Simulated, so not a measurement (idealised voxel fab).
The process module that follows is named voxel capacitor over wiring.
Section cut is 190 nm wide and gridded with 5 nm square cells.
Bands, listed from the top down, are how a cross-section gets written in this document; the cross-section itself is a grid of square cells, and a band is one or more rows of them. Quick guide to a band line: top height, bottom height (nm) up front; then every material left to right with its width in nm. Only one material and it's marked "everywhere"? Then it fills the band edge to edge. And "empty" just means empty space. It should be noted that heights are counted from 0, beneath which the wafer as supplied is of one material throughout, and that the lowest band possesses no lower boundary but continues downward, as written in "0..down". When a width is written as two numbers, as in "30..40", the first number is the width in the top row of cells of the band and the second is the width in its bottom row, and the width changes by the same amount from each row to the next. "no change", as given for a step, is the statement that not any cell of the cross-section underwent a change during that step. "Closed void entries": empty spaces of 8 cells or more with no open way to the top, each given as width x height at distance, distance from the left edge, all in nm. What comes after the settings on a step's line is commentary from the simulator itself on that step. "overlay nm" denotes, for a step that has a mask, the displacement of the mask to the right of its planned place, with negative values corresponding to the left.
Listed below are the process steps as planned:
1. RECEIVE: material Si
2. CONFORMAL_DEP: material SiO2, thk nm 15
3. CONFORMAL_DEP: material SiCN, thk nm 5
4. DIRECTIONAL_DEP: material lowk, thk nm 20
5. PATTERN: tone open, mask id METAL_1, material resist, width nm 30, pitch nm 95, thk nm 15, overlay nm 0
6. DIRECTIONAL_ETCH: etch materials lowk, depth nm 20
7. DIRECTIONAL_ETCH: etch materials SiCN, depth nm 5
8. STRIP: etch materials resist
9. CONFORMAL_DEP: material TiN, thk nm 5
10. FILL_DEP: material Ru, thk nm 5
11. CMP: height nm 40
12. EPI: material Ru, thk nm 5
13. FILL_DEP: material SiCN, thk nm 5
14. DIRECTIONAL_DEP: material SiO2, thk nm 10
15. PATTERN: tone open, mask id PLUG_1, material resist, width nm 15, thk nm 15, overlay nm 0
16. DIRECTIONAL_ETCH: etch materials SiO2, depth nm 10
17. DIRECTIONAL_ETCH: etch materials SiCN, depth nm 5
18. STRIP: etch materials resist
19. EPI: material Ru, thk nm 10
20. EPI: material Ru, thk nm 5
21. DIRECTIONAL_DEP: material TiN, thk nm 10
22. DIRECTIONAL_DEP: material HfO2, thk nm 5
23. DIRECTIONAL_DEP: material TiN, thk nm 5
24. PATTERN: tone cover, mask id UPPER_PLATE, material resist, width nm 70, thk nm 15, overlay nm 0
25. DIRECTIONAL_ETCH: etch materials TiN, depth nm 5
26. DIRECTIONAL_ETCH: etch materials HfO2, depth nm 5
27. STRIP: etch materials resist
28. MASKED_ETCH: tone cover, mask id LOWER_PLATE, width nm 80, etch materials TiN, depth nm 10, overlay nm 0
29. FILL_DEP: material SiO2, thk nm 15
30. CMP: height nm 90
31. DIRECTIONAL_DEP: material aC, thk nm 15
32. PATTERN: tone open, mask id PLUG_2, material resist, width nm 15, thk nm 35, overlay nm 0
33. DIRECTIONAL_ETCH: etch materials aC, depth nm 15
34. STRIP: etch materials resist
35. DIRECTIONAL_ETCH: etch materials SiO2, depth nm 10
36. STRIP: etch materials aC
37. CONFORMAL_DEP: material TiN, thk nm 5
38. FILL_DEP: material Ru, thk nm 5
39. CMP: height nm 90
40. CONFORMAL_DEP: material SiCN, thk nm 5
First wafer of two (run as planned):
Wafer cross-section on receipt, i.e. after step 1:
> 0..down | Si everywhere
> Closed void entries: none
Cross-section: wafer state after step 2:
> 15..0 | SiO2 everywhere
> Lower than 0, everything is as it was.
Cross-section: wafer state after step 3:
> 20..15 | SiCN everywhere
> Lower than 15, everything is as it was.
Cross-section: wafer state after step 4:
> 40..20 | lowk everywhere
> Lower than 20, everything is as it was.
Cross-section: wafer state after step 5:
> 55..40 | resist 30 | empty 30 | resist 65 | empty 30 | resist 35
> Lower than 40, everything is as it was.
Cross-section: wafer state after step 6:
> 55..40 | resist 30 | empty 30 | resist 65 | empty 30 | resist 35
> 40..20 | lowk 30 | empty 30 | lowk 65 | empty 30 | lowk 35
> Lower than 20, everything is as it was.
Cross-section: wafer state after step 7:
> 55..40 | resist 30 | empty 30 | resist 65 | empty 30 | resist 35
> 40..20 | lowk 30 | empty 30 | lowk 65 | empty 30 | lowk 35
> 20..15 | SiCN 30 | empty 30 | SiCN 65 | empty 30 | SiCN 35
> Lower than 15, everything is as it was.
Cross-section: wafer state after step 8:
> 40..20 | lowk 30 | empty 30 | lowk 65 | empty 30 | lowk 35
> Lower than 20, everything is as it was.
Cross-section: wafer state after step 9:
> 45..40 | TiN 35 | empty 20 | TiN 75 | empty 20 | TiN 40
> 40..20 | lowk 30 | TiN 5 | empty 20 | TiN 5 | lowk 65 | TiN 5 | empty 20 | TiN 5 | lowk 35
> 20..15 | SiCN 30 | TiN 30 | SiCN 65 | TiN 30 | SiCN 35
> Lower than 15, everything is as it was.
Cross-section: wafer state after step 10:
> 50..45 | Ru everywhere
> 45..40 | TiN 35 | Ru 20 | TiN 75 | Ru 20 | TiN 40
> 40..20 | lowk 30 | TiN 5 | Ru 20 | TiN 5 | lowk 65 | TiN 5 | Ru 20 | TiN 5 | lowk 35
> Lower than 20, everything is as it was.
Cross-section: wafer state after step 11:
> 40..20 | lowk 30 | TiN 5 | Ru 20 | TiN 5 | lowk 65 | TiN 5 | Ru 20 | TiN 5 | lowk 35
> Lower than 20, everything is as it was.
Cross-section: wafer state after step 12:
> 45..40 | empty 25 | Ru 40 | empty 55 | Ru 40 | empty 30
> Lower than 40, everything is as it was.
Cross-section: wafer state after step 13:
> 50..45 | SiCN everywhere
> 45..40 | SiCN 25 | Ru 40 | SiCN 55 | Ru 40 | SiCN 30
> Lower than 40, everything is as it was.
Cross-section: wafer state after step 14:
> 60..50 | SiO2 everywhere
> Lower than 50, everything is as it was.
Cross-section: wafer state after step 15:
> 75..60 | resist 45 | empty 15 | resist 130
> Lower than 60, everything is as it was.
Cross-section: wafer state after step 16:
> 75..60 | resist 45 | empty 15 | resist 130
> 60..50 | SiO2 45 | empty 15 | SiO2 130
> Lower than 50, everything is as it was.
Cross-section: wafer state after step 17:
> 75..60 | resist 45 | empty 15 | resist 130
> 60..50 | SiO2 45 | empty 15 | SiO2 130
> 50..45 | SiCN 45 | empty 15 | SiCN 130
> Lower than 45, everything is as it was.
Cross-section: wafer state after step 18:
> 60..50 | SiO2 45 | empty 15 | SiO2 130
> Lower than 50, everything is as it was.
Cross-section: wafer state after step 19:
> 60..55 | SiO2 45 | empty 15 | SiO2 130
> 55..50 | SiO2 45 | Ru 15 | SiO2 130
> 50..45 | SiCN 45 | Ru 15 | SiCN 130
> Lower than 45, everything is as it was.
Cross-section: wafer state after step 20:
> 60..50 | SiO2 45 | Ru 15 | SiO2 130
> Lower than 50, everything is as it was.
Cross-section: wafer state after step 21:
> 70..60 | TiN everywhere
> Lower than 60, everything is as it was.
Cross-section: wafer state after step 22:
> 75..70 | HfO2 everywhere
> Lower than 70, everything is as it was.
Cross-section: wafer state after step 23:
> 80..75 | TiN everywhere
> Lower than 75, everything is as it was.
Cross-section: wafer state after step 24:
> 95..80 | empty 45 | resist 70 | empty 75
> Lower than 80, everything is as it was.
Cross-section: wafer state after step 25:
> 95..80 | empty 45 | resist 70 | empty 75
> 80..75 | empty 45 | TiN 70 | empty 75
> Lower than 75, everything is as it was.
Cross-section: wafer state after step 26:
> 95..80 | empty 45 | resist 70 | empty 75
> 80..75 | empty 45 | TiN 70 | empty 75
> 75..70 | empty 45 | HfO2 70 | empty 75
> Lower than 70, everything is as it was.
Cross-section: wafer state after step 27:
> 80..75 | empty 45 | TiN 70 | empty 75
> Lower than 75, everything is as it was.
Cross-section: wafer state after step 28:
> 80..75 | empty 45 | TiN 70 | empty 75
> 75..70 | empty 45 | HfO2 70 | empty 75
> 70..60 | empty 40 | TiN 80 | empty 70
> Lower than 60, everything is as it was.
Cross-section: wafer state after step 29:
> 95..80 | SiO2 everywhere
> 80..75 | SiO2 45 | TiN 70 | SiO2 75
> 75..70 | SiO2 45 | HfO2 70 | SiO2 75
> 70..60 | SiO2 40 | TiN 80 | SiO2 70
> Lower than 60, everything is as it was.
Cross-section: wafer state after step 30:
> 90..80 | SiO2 everywhere
> Lower than 80, everything is as it was.
Cross-section: wafer state after step 31:
> 105..90 | aC everywhere
> Lower than 90, everything is as it was.
Cross-section: wafer state after step 32:
> 140..105 | resist 55 | empty 15 | resist 120
> Lower than 105, everything is as it was.
Cross-section: wafer state after step 33:
> 125..105 | resist 55 | empty 15 | resist 120
> 105..90 | aC 55 | empty 15 | aC 120
> Lower than 90, everything is as it was.
Cross-section: wafer state after step 34:
> 105..90 | aC 55 | empty 15 | aC 120
> Lower than 90, everything is as it was.
Cross-section: wafer state after step 35:
> 105..90 | aC 55 | empty 15 | aC 120
> 90..80 | SiO2 55 | empty 15 | SiO2 120
> Lower than 80, everything is as it was.
Cross-section: wafer state after step 36:
> 90..80 | SiO2 55 | empty 15 | SiO2 120
> Lower than 80, everything is as it was.
Cross-section: wafer state after step 37:
> 95..90 | TiN 60 | empty 5 | TiN 125
> 90..85 | SiO2 55 | TiN 5 | empty 5 | TiN 5 | SiO2 120
> 85..75 | SiO2 55..45 | TiN 15..70 | SiO2 120..75
> Lower than 75, everything is as it was.
Cross-section: wafer state after step 38:
> 100..95 | Ru everywhere
> 95..90 | TiN 60 | Ru 5 | TiN 125
> 90..85 | SiO2 55 | TiN 5 | Ru 5 | TiN 5 | SiO2 120
> Lower than 85, everything is as it was.
Cross-section: wafer state after step 39:
> 90..85 | SiO2 55 | TiN 5 | Ru 5 | TiN 5 | SiO2 120
> Lower than 85, everything is as it was.
Cross-section: wafer state after step 40:
> 95..90 | SiCN everywhere
> Lower than 90, everything is as it was.
Okay, second wafer. Nothing different at the start, nothing different in the plan, just one mistake somewhere in the running. As far as step 19, counting that step, it's the first wafer all over again:
Planned end of step 20: second wafer, cross-section:
> 70..65 | TiN 45 | empty 15 | TiN 130
> 65..60 | TiN everywhere
> 60..55 | SiO2 45 | TiN 15 | SiO2 130
> Lower than 55, everything is as it was.
Planned end of step 21: second wafer, cross-section:
> 75..70 | Ru 50 | empty 5 | Ru 135
> 70..65 | TiN 45 | Ru 15 | TiN 130
> Lower than 65, everything is as it was.
Planned end of step 22: second wafer, cross-section:
> 80..75 | HfO2 50 | empty 5 | HfO2 135
> 75..70 | Ru 50 | HfO2 5 | Ru 135
> Lower than 70, everything is as it was.
Planned end of step 23: second wafer, cross-section:
> 85..80 | TiN 50 | empty 5 | TiN 135
> 80..75 | HfO2 50 | TiN 5 | HfO2 135
> Lower than 75, everything is as it was.
Planned end of step 24: second wafer, cross-section:
> 100..85 | empty 45 | resist 70 | empty 75
> 85..80 | TiN 50 | resist 5 | TiN 135
> Lower than 80, everything is as it was.
Planned end of step 25: second wafer, cross-section:
> 100..85 | empty 45 | resist 70 | empty 75
> 85..80 | empty 45 | TiN 5 | resist 5 | TiN 60 | empty 75
> Lower than 80, everything is as it was.
Planned end of step 26: second wafer, cross-section:
> 100..85 | empty 45 | resist 70 | empty 75
> 85..80 | empty 45 | TiN 5 | resist 5 | TiN 60 | empty 75
> 80..75 | empty 45 | HfO2 5 | TiN 5 | HfO2 60 | empty 75
> Lower than 75, everything is as it was.
Planned end of step 27: second wafer, cross-section:
> 85..80 | empty 45 | TiN 5 | empty 5 | TiN 60 | empty 75
> Lower than 80, everything is as it was.
Planned end of step 28: second wafer, cross-section: no change
Planned end of step 29: second wafer, cross-section:
> 100..85 | SiO2 everywhere
> 85..80 | SiO2 45 | TiN 5 | SiO2 5 | TiN 60 | SiO2 75
> 80..75 | SiO2 45 | HfO2 5 | TiN 5 | HfO2 60 | SiO2 75
> Lower than 75, everything is as it was.
Planned end of step 30: second wafer, cross-section:
> 90..85 | SiO2 everywhere
> Lower than 85, everything is as it was.
Planned end of step 31: second wafer, cross-section:
> 105..90 | aC everywhere
> Lower than 90, everything is as it was.
Planned end of step 32: second wafer, cross-section:
> 140..105 | resist 55 | empty 15 | resist 120
> Lower than 105, everything is as it was.
Planned end of step 33: second wafer, cross-section:
> 125..105 | resist 55 | empty 15 | resist 120
> 105..90 | aC 55 | empty 15 | aC 120
> Lower than 90, everything is as it was.
Planned end of step 34: second wafer, cross-section:
> 105..90 | aC 55 | empty 15 | aC 120
> Lower than 90, everything is as it was.
Planned end of step 35: second wafer, cross-section:
> 105..90 | aC 55 | empty 15 | aC 120
> 90..85 | SiO2 55 | empty 15 | SiO2 120
> Lower than 85, everything is as it was.
Planned end of step 36: second wafer, cross-section:
> 90..85 | SiO2 55 | empty 15 | SiO2 120
> Lower than 85, everything is as it was.
Planned end of step 37: second wafer, cross-section:
> 95..90 | TiN 60 | empty 5 | TiN 125
> 90..85 | SiO2 55 | TiN 15 | SiO2 120
> Lower than 85, everything is as it was.
Planned end of step 38: second wafer, cross-section:
> 100..95 | Ru everywhere
> 95..90 | TiN 60 | Ru 5 | TiN 125
> Lower than 90, everything is as it was.
Planned end of step 39: second wafer, cross-section:
> 90..85 | SiO2 55 | TiN 15 | SiO2 120
> Lower than 85, everything is as it was.
Planned end of step 40: second wafer, cross-section:
> 95..90 | SiCN everywhere
> Lower than 90, everything is as it was.
The plan and the run diverged here: step 21 occupied the plan position of step 20, and the converse holds as well
Final wafer comparison in cells, second versus first, more or fewer per material: +36 Ru | -78 SiO2 | +42 TiN
